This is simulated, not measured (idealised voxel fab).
Process module under the name voxel self aligned contacts
Section shown: cut. Width: 255 nm. Cell size: 5 nm, square.
Cross-section, as written here: a square-cell grid given band by band from the top down, where a band holds one or more rows of cells. First you get the band's top height and its bottom height, in nm, and then the materials it's made of, left to right, with each width in nm. If you see a single material with "edge to edge", that one covers the band edge to edge. "air" is empty space. The reference from which all heights are counted is 0, the level beneath which the as-received wafer is entirely one material; the lowest band, having no lower bound, proceeds downward and is written after the example "from 0 down". So if you see something like "30..40" for the width, read it as the top row of the band sitting at the first number and the bottom row at the second, with every row in between moving by the same amount as the last. Reading "no alterations made" for a step: not a cell of the cross-section changed in it. Each empty space that has no open way to the top and spans at least 8 cells appears under "Enclosed voids" as width x height at distance, the distance counted from the left edge, all in nm. Post-settings text on a step line: simulator's own remark regarding the step. What "overlay nm" on a step's line means: if the step has a mask, that mask lay this far to the right of its planned place, or, when the value is negative, to the left.
-- Planned step list for the process
1 RECEIVE (material Si)
2 OXIDIZE (depth nm 5)
3 DIRECTIONAL_DEP (material polySi; thk nm 25)
4 DIRECTIONAL_DEP (material SiN; thk nm 20)
5 MASKED_ETCH (tone cover; mask id GATE; width nm 35; pitch nm 70; etch materials SiN; depth nm 20; overlay nm 0)
6 MASKED_ETCH (tone cover; mask id GATE; width nm 35; pitch nm 70; etch materials polySi; depth nm 25; overlay nm 0)
7 CONFORMAL_DEP (material SiN; thk nm 5)
8 DIRECTIONAL_ETCH (etch materials SiN; depth nm 5)
9 FILL_DEP (material SiO2; thk nm 10)
10 CMP (height nm 50)
11 DIRECTIONAL_DEP (material aC; thk nm 10)
12 PATTERN (tone open; mask id CONTACT; material resist; width nm 45; thk nm 30; overlay nm 0)
13 DIRECTIONAL_ETCH (etch materials aC; depth nm 10)
14 STRIP (etch materials resist)
15 DIRECTIONAL_ETCH (etch materials SiO2; depth nm 55)
16 STRIP (etch materials aC)
17 CONFORMAL_DEP (material TiN; thk nm 5)
18 FILL_DEP (material W; thk nm 5)
19 CMP (height nm 50)
20 CONFORMAL_DEP (material SiCN; thk nm 5)
-- Cross-section of the incoming wafer, state after step 1
	from 0 down  Si edge to edge
	Enclosed voids: none
-- Looking at the first of two wafers in cross-section at end of module - ran to plan
	from 55 to 50  SiCN edge to edge
	from 50 to 45  105 nm SiO2 | 15 nm TiN | 15 nm W | 15 nm TiN | 105 nm SiO2
	from 45 to 25  70 nm SiO2 | 45 nm SiN | 5 nm TiN | 15 nm W | 5 nm TiN | 45 nm SiN | 70 nm SiO2
	from 25 to 0  70 nm SiO2 | 5 nm SiN | 35 nm polySi | 5 nm SiN | 5 nm TiN | 15 nm W | 5 nm TiN | 5 nm SiN | 35 nm polySi | 5 nm SiN | 70 nm SiO2
	from 0 to -5  115 nm SiO2 | 25 nm TiN | 115 nm SiO2
	from -5 down  Si edge to edge
	Enclosed voids: none
-- Same start, same plan as the first wafer - but one mistake in the run. Cross-section of the second of the two at the end of the module
	from 55 to 50  SiCN edge to edge
	from 50 to 40  105..70 nm SiO2 | 5..40 nm TiN | 35 nm W | 5..40 nm TiN | 105..70 nm SiO2
	from 40 to 30  70 nm SiO2 | 5 nm TiN | 105 nm W | 5 nm TiN | 70 nm SiO2
	from 30 to 25  70 nm SiO2 | 45 nm TiN | 25 nm W | 45 nm TiN | 70 nm SiO2
	from 25 to 5  70 nm SiO2 | 5 nm TiN | 35 nm polySi | 5 nm TiN | 25 nm W | 5 nm TiN | 35 nm polySi | 5 nm TiN | 70 nm SiO2
	from 5 to 0  70 nm SiO2 | 5 nm TiN | 35 nm polySi | 10 nm TiN | 15 nm W | 10 nm TiN | 35 nm polySi | 5 nm TiN | 70 nm SiO2
	from 0 to -5  115 nm SiO2 | 25 nm TiN | 115 nm SiO2
	from -5 down  Si edge to edge
	Enclosed voids: none
So what did we get wrong on this run? planned and actual differ for step 16; actual: STRIP (etch materials SiN)
at the end the second wafer has, in cells: SiN: 92 fewer | TiN: 38 more | W: 54 more
